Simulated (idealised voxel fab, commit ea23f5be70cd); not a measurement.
Herein follows the process module entitled voxel capacitor over wiring.
240 nm wide, 5 nm square cells: that's cross-section cut.
Cross-sections here: square-cell grids, written as top-down lists of bands, a band being one or more rows of cells. Band: top height; bottom height; in nm. Then, left to right: material with width in nm, for each material. "all across": a single material spanning edge to edge. "air": empty space. For the purposes of this specification, 0 denotes the height below which the wafer in its as-received condition is composed wholly of one material, and the lowermost band, lacking a lower limit, extends downward without end, as expressed in "0..down". With a width like "30 to 40", each row of cells in the band differs from the next by the same amount, the top row carrying the first number and the bottom row the second. Step marked "no change occurred"? Then no cell in the cross-section changed in it. For the entry "Completely sealed voids", the listed items are empty spaces with no open way to the top whose size is 8 cells or more; each item follows the pattern width x height at distance, where distance is from the left edge and all three are in nm. Past the settings on a step's line: simulator remark, on that step. overlay nm: mask offset rightward from planned place, masked step; negative means leftward offset.

Here's what the planned process steps look like:
1. RECEIVE | material Si
2. CONFORMAL_DEP | material SiO2 | thk nm 10
3. CONFORMAL_DEP | material SiCN | thk nm 5
4. DIRECTIONAL_DEP | material lowk | thk nm 15
5. MASKED_ETCH | tone open | mask id METAL_1 | width nm 20 | pitch nm 85 | etch materials lowk | depth nm 15 | overlay nm 0
6. MASKED_ETCH | tone open | mask id METAL_1 | width nm 20 | pitch nm 85 | etch materials SiCN | depth nm 5 | overlay nm 0
7. CONFORMAL_DEP | material TiN | thk nm 5
8. FILL_DEP | material Cu | thk nm 10
9. CMP | height nm 30
10. EPI | material Ru | thk nm 5
11. FILL_DEP | material SiCN | thk nm 5
12. DIRECTIONAL_DEP | material SiO2 | thk nm 10
13. MASKED_ETCH | tone open | mask id PLUG_1 | width nm 15 | etch materials SiO2 | depth nm 10 | overlay nm 0
14. MASKED_ETCH | tone open | mask id PLUG_1 | width nm 15 | etch materials SiCN | depth nm 5 | overlay nm 0
15. CONFORMAL_DEP | material TiN | thk nm 5
16. FILL_DEP | material Ru | thk nm 10
17. CMP | height nm 50
18. DIRECTIONAL_DEP | material TiN | thk nm 5
19. DIRECTIONAL_DEP | material Al2O3 | thk nm 5
20. DIRECTIONAL_DEP | material TiN | thk nm 5
21. PATTERN | tone cover | mask id UPPER_PLATE | material resist | width nm 70 | thk nm 20 | overlay nm 0
22. DIRECTIONAL_ETCH | etch materials TiN | depth nm 5
23. DIRECTIONAL_ETCH | etch materials Al2O3 | depth nm 5
24. STRIP | etch materials resist
25. MASKED_ETCH | tone cover | mask id LOWER_PLATE | width nm 80 | etch materials TiN | depth nm 5 | overlay nm 0
26. FILL_DEP | material SiO2 | thk nm 20
27. CMP | height nm 80
28. PATTERN | tone open | mask id PLUG_2 | material resist | width nm 15 | thk nm 20 | overlay nm 0
29. DIRECTIONAL_ETCH | etch materials SiO2 | depth nm 15
30. STRIP | etch materials resist
31. CONFORMAL_DEP | material TiN | thk nm 5
32. FILL_DEP | material Ru | thk nm 5
33. CMP | height nm 80
34. CONFORMAL_DEP | material SiN | thk nm 5

Run as planned: first of two wafers:

As received (post step 1): cross-section:
0..down | Si all across
Completely sealed voids: none

Wafer xsec, post step 2:
10..0 | SiO2 all across
All layers under 0 are left as they were.

Wafer xsec, post step 3:
15..10 | SiCN all across
All layers under 10 are left as they were.

Wafer xsec, post step 4:
30..15 | lowk all across
All layers under 15 are left as they were.

Wafer xsec, post step 5:
30..15 | 65 lowk / 20 air / 65 lowk / 20 air / 70 lowk
All layers under 15 are left as they were.

Wafer xsec, post step 6:
30..15 | 65 lowk / 20 air / 65 lowk / 20 air / 70 lowk
15..10 | 65 SiCN / 20 air / 65 SiCN / 20 air / 70 SiCN
All layers under 10 are left as they were.

Wafer xsec, post step 7:
35..30 | 70 TiN / 10 air / 75 TiN / 10 air / 75 TiN
30..15 | 65 lowk / 5 TiN / 10 air / 5 TiN / 65 lowk / 5 TiN / 10 air / 5 TiN / 70 lowk
15..10 | 65 SiCN / 20 TiN / 65 SiCN / 20 TiN / 70 SiCN
All layers under 10 are left as they were.

Wafer xsec, post step 8:
45..35 | Cu all across
35..30 | 70 TiN / 10 Cu / 75 TiN / 10 Cu / 75 TiN
30..15 | 65 lowk / 5 TiN / 10 Cu / 5 TiN / 65 lowk / 5 TiN / 10 Cu / 5 TiN / 70 lowk
All layers under 15 are left as they were.

Wafer xsec, post step 9:
30..15 | 65 lowk / 5 TiN / 10 Cu / 5 TiN / 65 lowk / 5 TiN / 10 Cu / 5 TiN / 70 lowk
All layers under 15 are left as they were.

Wafer xsec, post step 10:
35..30 | 60 air / 30 Ru / 55 air / 30 Ru / 65 air
All layers under 30 are left as they were.

Wafer xsec, post step 11:
40..35 | SiCN all across
35..30 | 60 SiCN / 30 Ru / 55 SiCN / 30 Ru / 65 SiCN
All layers under 30 are left as they were.

Wafer xsec, post step 12:
50..40 | SiO2 all across
All layers under 40 are left as they were.

Wafer xsec, post step 13:
50..40 | 70 SiO2 / 15 air / 155 SiO2
All layers under 40 are left as they were.

Wafer xsec, post step 14:
50..40 | 70 SiO2 / 15 air / 155 SiO2
40..35 | 70 SiCN / 15 air / 155 SiCN
All layers under 35 are left as they were.

Wafer xsec, post step 15:
55..50 | 75 TiN / 5 air / 160 TiN
50..40 | 70 SiO2 / 5 TiN / 5 air / 5 TiN / 155 SiO2
40..35 | 70 SiCN / 15 TiN / 155 SiCN
All layers under 35 are left as they were.

Wafer xsec, post step 16:
65..55 | Ru all across
55..50 | 75 TiN / 5 Ru / 160 TiN
50..40 | 70 SiO2 / 5 TiN / 5 Ru / 5 TiN / 155 SiO2
All layers under 40 are left as they were.

Wafer xsec, post step 17:
50..40 | 70 SiO2 / 5 TiN / 5 Ru / 5 TiN / 155 SiO2
All layers under 40 are left as they were.

Wafer xsec, post step 18:
55..50 | TiN all across
All layers under 50 are left as they were.

Wafer xsec, post step 19:
60..55 | Al2O3 all across
All layers under 55 are left as they were.

Wafer xsec, post step 20:
65..60 | TiN all across
All layers under 60 are left as they were.

Wafer xsec, post step 21:
85..65 | 70 air / 70 resist / 100 air
All layers under 65 are left as they were.

Wafer xsec, post step 22:
85..65 | 70 air / 70 resist / 100 air
65..60 | 70 air / 70 TiN / 100 air
All layers under 60 are left as they were.

Wafer xsec, post step 23:
85..65 | 70 air / 70 resist / 100 air
65..60 | 70 air / 70 TiN / 100 air
60..55 | 70 air / 70 Al2O3 / 100 air
All layers under 55 are left as they were.

Wafer xsec, post step 24:
65..60 | 70 air / 70 TiN / 100 air
All layers under 60 are left as they were.

Wafer xsec, post step 25:
65..60 | 70 air / 70 TiN / 100 air
60..55 | 70 air / 70 Al2O3 / 100 air
55..50 | 65 air / 80 TiN / 95 air
All layers under 50 are left as they were.

Wafer xsec, post step 26:
85..65 | SiO2 all across
65..60 | 70 SiO2 / 70 TiN / 100 SiO2
60..55 | 70 SiO2 / 70 Al2O3 / 100 SiO2
55..50 | 65 SiO2 / 80 TiN / 95 SiO2
All layers under 50 are left as they were.

Wafer xsec, post step 27:
80..65 | SiO2 all across
All layers under 65 are left as they were.

Wafer xsec, post step 28:
100..80 | 80 resist / 15 air / 145 resist
All layers under 80 are left as they were.

Wafer xsec, post step 29:
100..80 | 80 resist / 15 air / 145 resist
80..65 | 80 SiO2 / 15 air / 145 SiO2
All layers under 65 are left as they were.

Wafer xsec, post step 30:
80..65 | 80 SiO2 / 15 air / 145 SiO2
All layers under 65 are left as they were.

Wafer xsec, post step 31:
85..80 | 85 TiN / 5 air / 150 TiN
80..70 | 80 SiO2 / 5 TiN / 5 air / 5 TiN / 145 SiO2
70..60 | 80 to 70 SiO2 / 15 to 70 TiN / 145 to 100 SiO2
All layers under 60 are left as they were.

Wafer xsec, post step 32:
90..85 | Ru all across
85..80 | 85 TiN / 5 Ru / 150 TiN
80..70 | 80 SiO2 / 5 TiN / 5 Ru / 5 TiN / 145 SiO2
All layers under 70 are left as they were.

Wafer xsec, post step 33:
80..70 | 80 SiO2 / 5 TiN / 5 Ru / 5 TiN / 145 SiO2
All layers under 70 are left as they were.

Wafer xsec, post step 34:
85..80 | SiN all across
All layers under 80 are left as they were.

Wafer two of the pair: same origin, same plan, one error during the run; identical to wafer one up to and including step 17:

What the second wafer looks like in cross-section when step 18 should have wrapped up:
55..50 | Al2O3 all across
All layers under 50 are left as they were.

What the second wafer looks like in cross-section when step 19 should have wrapped up:
60..55 | TiN all across
All layers under 55 are left as they were.

What the second wafer looks like in cross-section when step 20 should have wrapped up:
65..55 | TiN all across
All layers under 55 are left as they were.

What the second wafer looks like in cross-section when step 21 should have wrapped up:
85..65 | 70 air / 70 resist / 100 air
All layers under 65 are left as they were.

What the second wafer looks like in cross-section when step 22 should have wrapped up:
85..65 | 70 air / 70 resist / 100 air
65..60 | 70 air / 70 TiN / 100 air
All layers under 60 are left as they were.

What the second wafer looks like in cross-section when step 23 should have wrapped up: no change occurred

What the second wafer looks like in cross-section when step 24 should have wrapped up:
65..60 | 70 air / 70 TiN / 100 air
All layers under 60 are left as they were.

What the second wafer looks like in cross-section when step 25 should have wrapped up:
65..55 | 70 to 65 air / 70 to 80 TiN / 100 to 95 air
All layers under 55 are left as they were.

What the second wafer looks like in cross-section when step 26 should have wrapped up:
85..65 | SiO2 all across
65..55 | 70 to 65 SiO2 / 70 to 80 TiN / 100 to 95 SiO2
All layers under 55 are left as they were.

What the second wafer looks like in cross-section when step 27 should have wrapped up:
80..65 | SiO2 all across
All layers under 65 are left as they were.

What the second wafer looks like in cross-section when step 28 should have wrapped up:
100..80 | 80 resist / 15 air / 145 resist
All layers under 80 are left as they were.

What the second wafer looks like in cross-section when step 29 should have wrapped up:
100..80 | 80 resist / 15 air / 145 resist
80..65 | 80 SiO2 / 15 air / 145 SiO2
All layers under 65 are left as they were.

What the second wafer looks like in cross-section when step 30 should have wrapped up:
80..65 | 80 SiO2 / 15 air / 145 SiO2
All layers under 65 are left as they were.

What the second wafer looks like in cross-section when step 31 should have wrapped up:
85..80 | 85 TiN / 5 air / 150 TiN
80..70 | 80 SiO2 / 5 TiN / 5 air / 5 TiN / 145 SiO2
70..60 | 80 to 70 SiO2 / 15 to 70 TiN / 145 to 100 SiO2
All layers under 60 are left as they were.

What the second wafer looks like in cross-section when step 32 should have wrapped up:
90..85 | Ru all across
85..80 | 85 TiN / 5 Ru / 150 TiN
80..70 | 80 SiO2 / 5 TiN / 5 Ru / 5 TiN / 145 SiO2
All layers under 70 are left as they were.

What the second wafer looks like in cross-section when step 33 should have wrapped up:
80..70 | 80 SiO2 / 5 TiN / 5 Ru / 5 TiN / 145 SiO2
All layers under 70 are left as they were.

What the second wafer looks like in cross-section when step 34 should have wrapped up:
85..80 | SiN all across
All layers under 80 are left as they were.
Run error: steps 18 and 19 swapped
The final cell counts differ between the wafers, with the second having more or fewer of some materials than the first: Al2O3: 34 more, SiO2: 34 fewer
